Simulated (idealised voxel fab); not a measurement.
This is a process module. Its name is voxel self aligned contacts.
In the cross-section labelled cut, the width is 290 nm and each square cell is 5 nm.
Cross-section, as written here: a square-cell grid given band by band from the top down, where a band holds one or more rows of cells. Per band: top height and bottom height in nm, followed by the left-to-right materials and their widths in nm; "everywhere" marks a single material spanning edge to edge, "air" marks empty space. Height 0 is the level under which the wafer as received is all one material. The lowest band goes on downwards, as in "0 nm and below". Per-row width for "30..40": begins at first number (top row of band), ends at second number (bottom row), increment between rows held constant. "remains unaltered" means the step left every cell of the cross-section as it was. Enclosed voids (no open way to top), threshold 8 cells or more, entry "Enclosed empty spaces", notation width x height at distance, distance from left edge, nm. Note: text after step settings on the step line = simulator remark on that step. Steps that use a mask can have "overlay nm" on their line. It says how far the mask sat to the right of where it was meant to be. Negative means to the left.
List of planned process steps
| 1 | RECEIVE | material Si |
| 2 | CONFORMAL_DEP | material SiO2 | thk nm 5 |
| 3 | DIRECTIONAL_DEP | material polySi | thk nm 30 |
| 4 | DIRECTIONAL_DEP | material SiN | thk nm 20 |
| 5 | MASKED_ETCH | tone cover | mask id GATE | width nm 25 | pitch nm 60 | etch materials SiN | depth nm 20 | overlay nm 0 |
| 6 | MASKED_ETCH | tone cover | mask id GATE | width nm 25 | pitch nm 60 | etch materials polySi | depth nm 30 | overlay nm 0 |
| 7 | CONFORMAL_DEP | material SiN | thk nm 10 |
| 8 | DIRECTIONAL_ETCH | etch materials SiN | depth nm 10 |
| 9 | FILL_DEP | material SiO2 | thk nm 10 |
| 10 | CMP | height nm 60 |
| 11 | DIRECTIONAL_DEP | material aC | thk nm 15 |
| 12 | PATTERN | tone open | mask id CONTACT | material resist | width nm 45 | thk nm 35 | overlay nm 0 |
| 13 | DIRECTIONAL_ETCH | etch materials aC | depth nm 15 |
| 14 | STRIP | etch materials resist |
| 15 | DIRECTIONAL_ETCH | etch materials SiO2 | depth nm 60 |
| 16 | STRIP | etch materials aC |
| 17 | CONFORMAL_DEP | material TiN | thk nm 5 |
| 18 | FILL_DEP | material W | thk nm 5 |
| 19 | CMP | height nm 60 |
| 20 | CONFORMAL_DEP | material SiN | thk nm 5 |
Incoming wafer, cross-sectional view, post step 1
- 0 nm and below = Si everywhere
- Enclosed empty spaces: none
This is how the wafer looks in cross-section once the module is done, given the starting state and plan above and one mistake in carrying the plan out
- 65 nm to 60 nm = SiN everywhere
- 60 nm to 55 nm = SiO2=120, then TiN=15, then W=15, then TiN=15, then SiO2=125
- 55 nm to 40 nm = SiO2=95, then SiN=35, then TiN=5, then W=15, then TiN=5, then SiN=35, then SiO2=100
- 40 nm to 35 nm = SiO2=95, then SiN=35, then TiN=10, then W=5, then TiN=10, then SiN=35, then SiO2=100
- 35 nm to 5 nm = SiO2=90, then SiN=10, then polySi=25, then SiN=10, then TiN=5, then W=5, then TiN=5, then SiN=10, then polySi=25, then SiN=10, then SiO2=95
- 5 nm to 0 nm = SiO2=135, then TiN=15, then SiO2=140
- 0 nm and below = Si everywhere
- Enclosed empty spaces: none
What broke from the plan during processing? it should be noted that step 5 was executed with settings other than those planned, the operation and settings actually applied being MASKED_ETCH | tone cover | mask id GATE | width nm 15 | pitch nm 60 | etch materials SiN | depth nm 20 | overlay nm 0
